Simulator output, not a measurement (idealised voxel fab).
process module | voxel self aligned vias
cross-section cut | 180 nm wide | cells 5 nm
A cross-section is a grid of square cells, given in bands from the top down. A band is one or more rows of cells.
Each band's line starts with the height of the band's top and of its bottom, in nm. Then come its materials from left to right, each with its width in nm. One material with "throughout" fills the band from edge to edge. "air" is empty space.
Height 0 is the level under which the wafer as received is all one material. The lowest band goes on downwards, as in "0 down".
A width such as "30 to 40" changes by the same amount from each row of cells to the next, from the band's top row to its bottom row.
"no change" after a step means that no cell of the cross-section changed.
closed voids: empty space of 8 cells or more with no open way to the top, each as width x height at its distance from the left edge, in nm
after a step's settings: what the simulator itself notes on the step
overlay nm, on a step with a mask: how far to the right of its planned place the mask lay; to the left if negative
plan
1 op RECEIVE | material Si
2 op CONFORMAL_DEP | material SiO2 | thk nm 15
3 op CONFORMAL_DEP | material SiCN | thk nm 5
4 op DIRECTIONAL_DEP | material SiO2 | thk nm 25
5 op PATTERN | tone open | mask id LINES | material resist | width nm 20 | pitch nm 70 | thk nm 20 | overlay nm 0
6 op DIRECTIONAL_ETCH | etch materials SiO2 | depth nm 25
7 op STRIP | etch materials resist
8 op CONFORMAL_DEP | material TiN | thk nm 5
9 op FILL_DEP | material Ru | thk nm 5
10 op CMP | height nm 45
11 op SELECTIVE_ETCH | etch materials W Ru TiN | depth nm 5
12 op FILL_DEP | material SiN | thk nm 5
13 op CMP | height nm 45
14 op DIRECTIONAL_DEP | material SiO2 | thk nm 15
15 op PATTERN | tone open | mask id VIAS | material resist | width nm 40 | pitch nm 70 | thk nm 20 | overlay nm 0
16 op DIRECTIONAL_ETCH | etch materials SiO2 | depth nm 15
17 op DIRECTIONAL_ETCH | etch materials SiN | depth nm 5
18 op STRIP | etch materials resist
19 op CONFORMAL_DEP | material TiN | thk nm 5
20 op FILL_DEP | material Cu | thk nm 10
21 op CMP | height nm 60
22 op CONFORMAL_DEP | material SiN | thk nm 5
as received, after step 1
  0 down: Si throughout
  closed voids: none
a wafer at the end: this start, this plan, one mistake
  80 to 75: SiN throughout
  75 to 65: Cu throughout
  65 to 60: TiN 40 | Cu 30 | TiN 40 | Cu 30 | TiN 40
  60 to 50: SiO2 35 | TiN 5 | Cu 30 | TiN 5 | SiO2 30 | TiN 5 | Cu 30 | TiN 5 | SiO2 35
  50 to 45: SiO2 35 | TiN 15 | Cu 10 | TiN 15 | SiO2 30 | TiN 15 | Cu 10 | TiN 15 | SiO2 35
  45 to 40: SiO2 45 | TiN 20 | SiO2 50 | TiN 20 | SiO2 45
  40 to 25: SiO2 45 | TiN 5 | Ru 10 | TiN 5 | SiO2 50 | TiN 5 | Ru 10 | TiN 5 | SiO2 45
  25 to 20: SiO2 45 | TiN 20 | SiO2 50 | TiN 20 | SiO2 45
  20 to 15: SiCN throughout
  15 to 0: SiO2 throughout
  0 down: Si throughout
  closed voids: none
what went wrong: step 21 was left out
